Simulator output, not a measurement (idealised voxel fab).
The document below concerns the process module designated voxel air gaps.
We display cut, a cross-section 200 nm in width whose square cells are each 5 nm.
A cross-section in this document is a grid of square cells, and it is written down as bands, the top band listed before the ones below it; a band is made up of one or more rows of cells.
This entry defines a band. It first specifies the height of the band's top and the height of its bottom in nm, and then specifies the band's materials from left to right, stating each material with its width in nm. The word "all across" identifies a single material that fills the band from edge to edge, while the word "empty" identifies empty space.
All heights in this document are referenced to 0, defined as the level beneath which the wafer, as received, consists entirely of one material. The lowest band is not bounded below; it extends indefinitely downward and is written in the form "0 down".
You'd read "30..40" like this: the band's top row of cells is as wide as the first number, its bottom row is as wide as the second, and going down, every row changes width by the same amount as the row before did.
Key: "nothing got changed" - step with no changed cell in the cross-section.
In the "Enclosed internal voids" entry, you get each enclosed empty space of 8 cells or more, one with no open way to the top, written width x height at distance, distance from the left edge, in nm.
That trailing text on a step's line, after the settings, is the simulator's own remark on the step.
When a step includes a mask, the "overlay nm" setting on its line states how far to the right of its planned place that mask lay, and negative values state how far to the left.

The process steps that were planned are listed below
| 1 | RECEIVE with material Si |
| 2 | CONFORMAL_DEP with material SiO2, thk nm 15 |
| 3 | CONFORMAL_DEP with material SiCN, thk nm 5 |
| 4 | DIRECTIONAL_DEP with material lowk, thk nm 30 |
| 5 | PATTERN with tone open, mask id LINES, material resist, width nm 20, pitch nm 45, thk nm 20, overlay nm 0 |
| 6 | DIRECTIONAL_ETCH with etch materials lowk, depth nm 30 |
| 7 | STRIP with etch materials resist |
| 8 | CONFORMAL_DEP with material TiN, thk nm 5 |
| 9 | FILL_DEP with material Ru, thk nm 5 |
| 10 | CMP with height nm 50 |
| 11 | EPI with material Ru, thk nm 10 |
| 12 | SELECTIVE_ETCH with etch materials lowk, depth nm 40 |
| 13 | CONFORMAL_DEP with material SiCN, thk nm 5 |

First of two wafers - as planned

Incoming wafer in cross-section (state: after step 1)
  0 down = Si all across
  Enclosed internal voids: none

So this is the wafer cross-section right after step 2
  15 to 0 = SiO2 all across
  At heights below 0, the structure remains unaltered.

So this is the wafer cross-section right after step 3
  20 to 15 = SiCN all across
  At heights below 15, the structure remains unaltered.

So this is the wafer cross-section right after step 4
  50 to 20 = lowk all across
  At heights below 20, the structure remains unaltered.

So this is the wafer cross-section right after step 5
  70 to 50 = resist=45 / empty=20 / resist=25 / empty=20 / resist=25 / empty=20 / resist=45
  At heights below 50, the structure remains unaltered.

So this is the wafer cross-section right after step 6
  70 to 50 = resist=45 / empty=20 / resist=25 / empty=20 / resist=25 / empty=20 / resist=45
  50 to 20 = lowk=45 / empty=20 / lowk=25 / empty=20 / lowk=25 / empty=20 / lowk=45
  At heights below 20, the structure remains unaltered.

So this is the wafer cross-section right after step 7
  50 to 20 = lowk=45 / empty=20 / lowk=25 / empty=20 / lowk=25 / empty=20 / lowk=45
  At heights below 20, the structure remains unaltered.

So this is the wafer cross-section right after step 8
  55 to 50 = TiN=50 / empty=10 / TiN=35 / empty=10 / TiN=35 / empty=10 / TiN=50
  50 to 25 = lowk=45 / TiN=5 / empty=10 / TiN=5 / lowk=25 / TiN=5 / empty=10 / TiN=5 / lowk=25 / TiN=5 / empty=10 / TiN=5 / lowk=45
  25 to 20 = lowk=45 / TiN=20 / lowk=25 / TiN=20 / lowk=25 / TiN=20 / lowk=45
  At heights below 20, the structure remains unaltered.

So this is the wafer cross-section right after step 9
  60 to 55 = Ru all across
  55 to 50 = TiN=50 / Ru=10 / TiN=35 / Ru=10 / TiN=35 / Ru=10 / TiN=50
  50 to 25 = lowk=45 / TiN=5 / Ru=10 / TiN=5 / lowk=25 / TiN=5 / Ru=10 / TiN=5 / lowk=25 / TiN=5 / Ru=10 / TiN=5 / lowk=45
  At heights below 25, the structure remains unaltered.

So this is the wafer cross-section right after step 10
  50 to 25 = lowk=45 / TiN=5 / Ru=10 / TiN=5 / lowk=25 / TiN=5 / Ru=10 / TiN=5 / lowk=25 / TiN=5 / Ru=10 / TiN=5 / lowk=45
  At heights below 25, the structure remains unaltered.

So this is the wafer cross-section right after step 11
  60 to 50 = empty=35 / Ru=40 / empty=5 / Ru=40 / empty=5 / Ru=40 / empty=35
  At heights below 50, the structure remains unaltered.

So this is the wafer cross-section right after step 12
  60 to 50 = empty=35 / Ru=40 / empty=5 / Ru=40 / empty=5 / Ru=40 / empty=35
  50 to 25 = empty=45 / TiN=5 / Ru=10 / TiN=5 / empty=25 / TiN=5 / Ru=10 / TiN=5 / empty=25 / TiN=5 / Ru=10 / TiN=5 / empty=45
  25 to 20 = empty=45 / TiN=20 / empty=25 / TiN=20 / empty=25 / TiN=20 / empty=45
  At heights below 20, the structure remains unaltered.

So this is the wafer cross-section right after step 13
  65 to 60 = empty=30 / SiCN=140 / empty=30
  60 to 50 = empty=30 / SiCN=5 / Ru=40 / SiCN=5 / Ru=40 / SiCN=5 / Ru=40 / SiCN=5 / empty=30
  50 to 45 = empty=30 / SiCN=15 / TiN=5 / Ru=10 / TiN=5 / SiCN=25 / TiN=5 / Ru=10 / TiN=5 / SiCN=25 / TiN=5 / Ru=10 / TiN=5 / SiCN=15 / empty=30
  45 to 25 = empty=40 / SiCN=5 / TiN=5 / Ru=10 / TiN=5 / SiCN=5 / empty=15 / SiCN=5 / TiN=5 / Ru=10 / TiN=5 / SiCN=5 / empty=15 / SiCN=5 / TiN=5 / Ru=10 / TiN=5 / SiCN=5 / empty=40
  25 to 20 = SiCN=45 / TiN=20 / SiCN=25 / TiN=20 / SiCN=25 / TiN=20 / SiCN=45
  At heights below 20, the structure remains unaltered.
  Enclosed internal voids: 15 x 20 at 70; 15 x 20 at 115

Notes, second wafer: start = first wafer's, plan = first wafer's, execution had one mistake; history identical to first through step 12

Cross-section of the second wafer corresponding to the planned conclusion of step 13: nothing got changed
Short version of what went wrong: skipped: plan step 13 (never run)
Bottom line after processing is that, in cells, the second wafer is up or down on some materials versus the first: SiCN: 104 fewer
Long story short, the first wafer ends with 2 closed voids and the second one with 0.
